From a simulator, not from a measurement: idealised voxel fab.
Presented below is a process module, voxel lift off.
Square cell edge 5 nm, section width 280 nm, ID cut.
A cross-section in this document is a grid of square cells, and it is written down as bands, the top band listed before the ones below it; a band is made up of one or more rows of cells. Quick guide to a band line: top height, bottom height (nm) up front; then every material left to right with its width in nm. Only one material and it's marked "throughout"? Then it fills the band edge to edge. And "blank" just means empty space. A quick word on heights: they are counted from 0, and under that level the wafer as it came to us is one material throughout. The lowest band is different from the rest in having no bottom; it simply continues downward, written as in "top 0, no bottom". Width: "30 to 40" (first number = top row, second number = bottom row, same change from row to row of cells). For the purposes of this document, the phrase "no alterations made" attached to a step denotes that no cell within the cross-section was modified by that step. The list in "Closed void roster" covers empty spaces of 8 cells or more that cannot reach the top through any open way, and it gives each as width x height at distance; the distance is from the left edge, and width, height and distance are in nm. Step line, after settings: the simulator's comment on this step. A step's line can hold "overlay nm"; with a mask on that step, the setting says how far right of the planned place the mask lay, while a negative setting says it lay to the left.
# Process steps foreseen in the plan
step 1: RECEIVE with material Si
step 2: CONFORMAL_DEP with material SiN, thk nm 10
step 3: PATTERN with tone open, mask id LINES, material resist, width nm 15, pitch nm 35, thk nm 25, overlay nm 0
step 4: DIRECTIONAL_DEP with material Ru, thk nm 10
step 5: STRIP with etch materials resist
step 6: CONFORMAL_DEP with material SiO2, thk nm 5
Every wafer here starts from the same state; it is the step 6 thk nm that distinguishes them, and the value the plan gives belongs to the first wafer.
# Cross-section of the first of several received wafers, showing its state after step 1
top 0, no bottom: Si throughout
Closed void roster: none
# First of several wafers in cross-section at module end, following the final step, step 6
top 25, bottom 20: 75 blank, 25 SiO2, 10 blank, 25 SiO2, 10 blank, 25 SiO2, 10 blank, 25 SiO2, 75 blank
top 20, bottom 15: 75 blank, 5 SiO2, 15 Ru, 5 SiO2, 10 blank, 5 SiO2, 15 Ru, 5 SiO2, 10 blank, 5 SiO2, 15 Ru, 5 SiO2, 10 blank, 5 SiO2, 15 Ru, 5 SiO2, 75 blank
top 15, bottom 10: 80 SiO2, 15 Ru, 20 SiO2, 15 Ru, 20 SiO2, 15 Ru, 20 SiO2, 15 Ru, 80 SiO2
top 10, bottom 0: SiN throughout
top 0, no bottom: Si throughout
Closed void roster: none
# Sectional view of the last wafer upon completion of the module
top 40, bottom 30: 60 blank, 160 SiO2, 60 blank
top 30, bottom 20: SiO2 throughout
top 20, bottom 10: 80 SiO2, 15 Ru, 20 SiO2, 15 Ru, 20 SiO2, 15 Ru, 20 SiO2, 15 Ru, 80 SiO2
top 10, bottom 0: SiN throughout
top 0, no bottom: Si throughout
Closed void roster: none
# Gained (+) or lost (-) cells of each material since receipt, then closed voids: one row per wafer, at the end of the module
thk nm 5, +24 Ru, +112 SiN, +72 SiO2, Closed void roster: none
thk nm 10, +24 Ru, +112 SiN, +144 SiO2, Closed void roster: none
thk nm 15, +24 Ru, +112 SiN, +204 SiO2, Closed void roster: none
thk nm 20, +24 Ru, +112 SiN, +264 SiO2, Closed void roster: none
